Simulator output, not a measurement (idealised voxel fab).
process module | voxel self aligned contacts
cross-section cut | 190 nm wide | cells 5 nm
A cross-section is a grid of square cells, given in bands from the top down. A band is one or more rows of cells.
Each band's line starts with the height of the band's top and of its bottom, in nm. Then come its materials from left to right, each with its width in nm. One material with "throughout" fills the band from edge to edge. "air" is empty space.
Height 0 is the level under which the wafer as received is all one material. The lowest band goes on downwards, as in "0 down".
A width such as "30 to 40" changes by the same amount from each row of cells to the next, from the band's top row to its bottom row.
"no change" after a step means that no cell of the cross-section changed.
closed voids: empty space of 8 cells or more with no open way to the top, each as width x height at its distance from the left edge, in nm
after a step's settings: what the simulator itself notes on the step
overlay nm, on a step with a mask: how far to the right of its planned place the mask lay; to the left if negative
plan
1 op RECEIVE | material Si
2 op CONFORMAL_DEP | material SiO2 | thk nm 5
3 op DIRECTIONAL_DEP | material polySi | thk nm 20
4 op DIRECTIONAL_DEP | material SiN | thk nm 20
5 op DIRECTIONAL_DEP | material aC | thk nm 15
6 op PATTERN | tone cover | mask id GATE | material resist | width nm 25 | pitch nm 65 | thk nm 35 | overlay nm 0
7 op DIRECTIONAL_ETCH | etch materials aC | depth nm 15
8 op STRIP | etch materials resist
9 op DIRECTIONAL_ETCH | etch materials SiN | depth nm 20
10 op DIRECTIONAL_ETCH | etch materials polySi | depth nm 20
11 op STRIP | etch materials aC
12 op CONFORMAL_DEP | material SiN | thk nm 10
13 op DIRECTIONAL_ETCH | etch materials SiN | depth nm 10
14 op FILL_DEP | material SiO2 | thk nm 20
15 op CMP | height nm 55
16 op PATTERN | tone open | mask id CONTACT | material resist | width nm 50 | pitch nm 65 | thk nm 20 | overlay nm 0
17 op DIRECTIONAL_ETCH | etch materials SiO2 | depth nm 55
18 op STRIP | etch materials resist
19 op CONFORMAL_DEP | material TiN | thk nm 5
20 op FILL_DEP | material Ru | thk nm 5
21 op CMP | height nm 55
22 op CONFORMAL_DEP | material SiCN | thk nm 5
first wafer, as planned
as received, after step 1
  0 down: Si throughout
  closed voids: none
after step 2
  5 to 0: SiO2 throughout
  below 0: unchanged
after step 3
  25 to 5: polySi throughout
  below 5: unchanged
after step 4
  45 to 25: SiN throughout
  below 25: unchanged
after step 5
  60 to 45: aC throughout
  below 45: unchanged
after step 6
  95 to 60: air 15 | resist 25 | air 40 | resist 25 | air 40 | resist 25 | air 20
  below 60: unchanged
after step 7
  80 to 60: air 15 | resist 25 | air 40 | resist 25 | air 40 | resist 25 | air 20
  60 to 45: air 15 | aC 25 | air 40 | aC 25 | air 40 | aC 25 | air 20
  below 45: unchanged
after step 8
  60 to 45: air 15 | aC 25 | air 40 | aC 25 | air 40 | aC 25 | air 20
  below 45: unchanged
after step 9
  60 to 45: air 15 | aC 25 | air 40 | aC 25 | air 40 | aC 25 | air 20
  45 to 25: air 15 | SiN 25 | air 40 | SiN 25 | air 40 | SiN 25 | air 20
  below 25: unchanged
after step 10
  60 to 45: air 15 | aC 25 | air 40 | aC 25 | air 40 | aC 25 | air 20
  45 to 25: air 15 | SiN 25 | air 40 | SiN 25 | air 40 | SiN 25 | air 20
  25 to 5: air 15 | polySi 25 | air 40 | polySi 25 | air 40 | polySi 25 | air 20
  below 5: unchanged
after step 11
  45 to 25: air 15 | SiN 25 | air 40 | SiN 25 | air 40 | SiN 25 | air 20
  below 25: unchanged
after step 12
  55 to 25: air 5 | SiN 45 | air 20 | SiN 45 | air 20 | SiN 45 | air 10
  25 to 15: air 5 | SiN 10 | polySi 25 | SiN 10 | air 20 | SiN 10 | polySi 25 | SiN 10 | air 20 | SiN 10 | polySi 25 | SiN 10 | air 10
  15 to 5: SiN 15 | polySi 25 | SiN 40 | polySi 25 | SiN 40 | polySi 25 | SiN 20
  below 5: unchanged
after step 13
  45 to 25: air 5 | SiN 45 | air 20 | SiN 45 | air 20 | SiN 45 | air 10
  25 to 5: air 5 | SiN 10 | polySi 25 | SiN 10 | air 20 | SiN 10 | polySi 25 | SiN 10 | air 20 | SiN 10 | polySi 25 | SiN 10 | air 10
  below 5: unchanged
after step 14
  65 to 45: SiO2 throughout
  45 to 25: SiO2 5 | SiN 45 | SiO2 20 | SiN 45 | SiO2 20 | SiN 45 | SiO2 10
  25 to 5: SiO2 5 | SiN 10 | polySi 25 | SiN 10 | SiO2 20 | SiN 10 | polySi 25 | SiN 10 | SiO2 20 | SiN 10 | polySi 25 | SiN 10 | SiO2 10
  below 5: unchanged
after step 15
  55 to 45: SiO2 throughout
  below 45: unchanged
after step 16
  75 to 55: resist 35 | air 50 | resist 15 | air 50 | resist 40
  below 55: unchanged
after step 17
  75 to 55: resist 35 | air 50 | resist 15 | air 50 | resist 40
  55 to 45: SiO2 35 | air 50 | SiO2 15 | air 50 | SiO2 40
  45 to 25: SiO2 5 | SiN 45 | air 20 | SiN 45 | air 20 | SiN 45 | SiO2 10
  25 to 5: SiO2 5 | SiN 10 | polySi 25 | SiN 10 | air 20 | SiN 10 | polySi 25 | SiN 10 | air 20 | SiN 10 | polySi 25 | SiN 10 | SiO2 10
  5 to 0: SiO2 50 | air 20 | SiO2 45 | air 20 | SiO2 55
  below 0: unchanged
after step 18
  55 to 45: SiO2 35 | air 50 | SiO2 15 | air 50 | SiO2 40
  below 45: unchanged
after step 19
  60 to 55: TiN 40 | air 40 | TiN 25 | air 40 | TiN 45
  55 to 45: SiO2 35 | TiN 5 to 20 | air 40 to 10 | TiN 5 to 20 | SiO2 15 | TiN 5 to 20 | air 40 to 10 | TiN 5 to 20 | SiO2 40
  45 to 25: SiO2 5 | SiN 45 | TiN 5 | air 10 | TiN 5 | SiN 45 | TiN 5 | air 10 | TiN 5 | SiN 45 | SiO2 10
  25 to 5: SiO2 5 | SiN 10 | polySi 25 | SiN 10 | TiN 5 | air 10 | TiN 5 | SiN 10 | polySi 25 | SiN 10 | TiN 5 | air 10 | TiN 5 | SiN 10 | polySi 25 | SiN 10 | SiO2 10
  5 to 0: SiO2 50 | TiN 20 | SiO2 45 | TiN 20 | SiO2 55
  below 0: unchanged
after step 20
  65 to 60: Ru throughout
  60 to 55: TiN 40 | Ru 40 | TiN 25 | Ru 40 | TiN 45
  55 to 45: SiO2 35 | TiN 5 to 20 | Ru 40 to 10 | TiN 5 to 20 | SiO2 15 | TiN 5 to 20 | Ru 40 to 10 | TiN 5 to 20 | SiO2 40
  45 to 25: SiO2 5 | SiN 45 | TiN 5 | Ru 10 | TiN 5 | SiN 45 | TiN 5 | Ru 10 | TiN 5 | SiN 45 | SiO2 10
  25 to 5: SiO2 5 | SiN 10 | polySi 25 | SiN 10 | TiN 5 | Ru 10 | TiN 5 | SiN 10 | polySi 25 | SiN 10 | TiN 5 | Ru 10 | TiN 5 | SiN 10 | polySi 25 | SiN 10 | SiO2 10
  below 5: unchanged
after step 21
  55 to 45: SiO2 35 | TiN 5 to 20 | Ru 40 to 10 | TiN 5 to 20 | SiO2 15 | TiN 5 to 20 | Ru 40 to 10 | TiN 5 to 20 | SiO2 40
  below 45: unchanged
after step 22
  60 to 55: SiCN throughout
  below 55: unchanged
second wafer: like start, like plan, one mistake. Through step 5 it matches the first wafer
when step 6 should have ended
  95 to 60: air 20 | resist 15 | air 50 | resist 15 | air 50 | resist 15 | air 25
  below 60: unchanged
when step 7 should have ended
  80 to 60: air 20 | resist 15 | air 50 | resist 15 | air 50 | resist 15 | air 25
  60 to 45: air 20 | aC 15 | air 50 | aC 15 | air 50 | aC 15 | air 25
  below 45: unchanged
when step 8 should have ended
  60 to 45: air 20 | aC 15 | air 50 | aC 15 | air 50 | aC 15 | air 25
  below 45: unchanged
when step 9 should have ended
  60 to 45: air 20 | aC 15 | air 50 | aC 15 | air 50 | aC 15 | air 25
  45 to 25: air 20 | SiN 15 | air 50 | SiN 15 | air 50 | SiN 15 | air 25
  below 25: unchanged
when step 10 should have ended
  60 to 45: air 20 | aC 15 | air 50 | aC 15 | air 50 | aC 15 | air 25
  45 to 25: air 20 | SiN 15 | air 50 | SiN 15 | air 50 | SiN 15 | air 25
  25 to 5: air 20 | polySi 15 | air 50 | polySi 15 | air 50 | polySi 15 | air 25
  below 5: unchanged
when step 11 should have ended
  45 to 25: air 20 | SiN 15 | air 50 | SiN 15 | air 50 | SiN 15 | air 25
  below 25: unchanged
when step 12 should have ended
  55 to 25: air 10 | SiN 35 | air 30 | SiN 35 | air 30 | SiN 35 | air 15
  25 to 15: air 10 | SiN 10 | polySi 15 | SiN 10 | air 30 | SiN 10 | polySi 15 | SiN 10 | air 30 | SiN 10 | polySi 15 | SiN 10 | air 15
  15 to 5: SiN 20 | polySi 15 | SiN 50 | polySi 15 | SiN 50 | polySi 15 | SiN 25
  below 5: unchanged
when step 13 should have ended
  45 to 25: air 10 | SiN 35 | air 30 | SiN 35 | air 30 | SiN 35 | air 15
  25 to 5: air 10 | SiN 10 | polySi 15 | SiN 10 | air 30 | SiN 10 | polySi 15 | SiN 10 | air 30 | SiN 10 | polySi 15 | SiN 10 | air 15
  below 5: unchanged
when step 14 should have ended
  65 to 45: SiO2 throughout
  45 to 25: SiO2 10 | SiN 35 | SiO2 30 | SiN 35 | SiO2 30 | SiN 35 | SiO2 15
  25 to 5: SiO2 10 | SiN 10 | polySi 15 | SiN 10 | SiO2 30 | SiN 10 | polySi 15 | SiN 10 | SiO2 30 | SiN 10 | polySi 15 | SiN 10 | SiO2 15
  below 5: unchanged
when step 15 should have ended
  55 to 45: SiO2 throughout
  below 45: unchanged
when step 16 should have ended
  75 to 55: resist 35 | air 50 | resist 15 | air 50 | resist 40
  below 55: unchanged
when step 17 should have ended
  75 to 55: resist 35 | air 50 | resist 15 | air 50 | resist 40
  55 to 45: SiO2 35 | air 50 | SiO2 15 | air 50 | SiO2 40
  45 to 25: SiO2 10 | SiN 35 | air 30 | SiN 35 | air 30 | SiN 35 | SiO2 15
  25 to 5: SiO2 10 | SiN 10 | polySi 15 | SiN 10 | air 30 | SiN 10 | polySi 15 | SiN 10 | air 30 | SiN 10 | polySi 15 | SiN 10 | SiO2 15
  5 to 0: SiO2 45 | air 30 | SiO2 35 | air 30 | SiO2 50
  below 0: unchanged
when step 18 should have ended
  55 to 45: SiO2 35 | air 50 | SiO2 15 | air 50 | SiO2 40
  below 45: unchanged
when step 19 should have ended
  60 to 55: TiN 40 | air 40 | TiN 25 | air 40 | TiN 45
  55 to 45: SiO2 35 | TiN 5 to 15 | air 40 to 20 | TiN 5 to 15 | SiO2 15 | TiN 5 to 15 | air 40 to 20 | TiN 5 to 15 | SiO2 40
  45 to 25: SiO2 10 | SiN 35 | TiN 5 | air 20 | TiN 5 | SiN 35 | TiN 5 | air 20 | TiN 5 | SiN 35 | SiO2 15
  25 to 5: SiO2 10 | SiN 10 | polySi 15 | SiN 10 | TiN 5 | air 20 | TiN 5 | SiN 10 | polySi 15 | SiN 10 | TiN 5 | air 20 | TiN 5 | SiN 10 | polySi 15 | SiN 10 | SiO2 15
  5 to 0: SiO2 45 | TiN 30 | SiO2 35 | TiN 30 | SiO2 50
  below 0: unchanged
when step 20 should have ended
  65 to 60: Ru throughout
  60 to 55: TiN 40 | Ru 40 | TiN 25 | Ru 40 | TiN 45
  55 to 45: SiO2 35 | TiN 5 to 15 | Ru 40 to 20 | TiN 5 to 15 | SiO2 15 | TiN 5 to 15 | Ru 40 to 20 | TiN 5 to 15 | SiO2 40
  45 to 25: SiO2 10 | SiN 35 | TiN 5 | Ru 20 | TiN 5 | SiN 35 | TiN 5 | Ru 20 | TiN 5 | SiN 35 | SiO2 15
  25 to 5: SiO2 10 | SiN 10 | polySi 15 | SiN 10 | TiN 5 | Ru 20 | TiN 5 | SiN 10 | polySi 15 | SiN 10 | TiN 5 | Ru 20 | TiN 5 | SiN 10 | polySi 15 | SiN 10 | SiO2 15
  below 5: unchanged
when step 21 should have ended
  55 to 45: SiO2 35 | TiN 5 to 15 | Ru 40 to 20 | TiN 5 to 15 | SiO2 15 | TiN 5 to 15 | Ru 40 to 20 | TiN 5 to 15 | SiO2 40
  below 45: unchanged
when step 22 should have ended
  60 to 55: SiCN throughout
  below 55: unchanged
what went wrong: step 6 ran as: op PATTERN | tone cover | mask id GATE | material resist | width nm 15 | pitch nm 65 | thk nm 35 | overlay nm 0
at the end the second wafer has, in cells: 36 more of Ru | 24 fewer of SiN | 12 more of SiO2 | 24 fewer of polySi
